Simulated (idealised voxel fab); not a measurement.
process module | voxel tone inversion
cross-section cut | 225 nm wide | cells 5 nm
A cross-section is a grid of square cells, given in bands from the top down. A band is one or more rows of cells.
Each band's line starts with the height of the band's top and of its bottom, in nm. Then come its materials from left to right, each with its width in nm. One material with "throughout" fills the band from edge to edge. "air" is empty space.
Height 0 is the level under which the wafer as received is all one material. The lowest band goes on downwards, as in "0 down".
A width such as "30 to 40" changes by the same amount from each row of cells to the next, from the band's top row to its bottom row.
"no change" after a step means that no cell of the cross-section changed.
closed voids: empty space of 8 cells or more with no open way to the top, each as width x height at its distance from the left edge, in nm
after a step's settings: what the simulator itself notes on the step
overlay nm, on a step with a mask: how far to the right of its planned place the mask lay; to the left if negative
plan
1 op RECEIVE | material Si
2 op CONFORMAL_DEP | material SiCN | thk nm 10
3 op DIRECTIONAL_DEP | material aC | thk nm 15
4 op PATTERN | tone cover | mask id POSTS | material resist | width nm 20 | pitch nm 40 | thk nm 20 | overlay nm 0
5 op DIRECTIONAL_ETCH | etch materials aC | depth nm 15
6 op STRIP | etch materials resist
7 op FILL_DEP | material SiO2 | thk nm 10
8 op CMP | height nm 25
9 op STRIP | etch materials aC
10 op CONFORMAL_DEP | material TiN | thk nm 5
11 op FILL_DEP | material W | thk nm 10
12 op CMP | height nm 25
13 op CONFORMAL_DEP | material SiN | thk nm 5
as received, after step 1
  0 down: Si throughout
  closed voids: none
a wafer at the end: this start, this plan, one mistake
  30 to 25: SiN throughout
  25 to 15: SiO2 throughout
  15 to 0: SiO2 40 | aC 20 | SiO2 20 | aC 20 | SiO2 20 | aC 20 | SiO2 20 | aC 20 | SiO2 45
  0 down: Si throughout
  closed voids: none
what went wrong: step 2 was left out
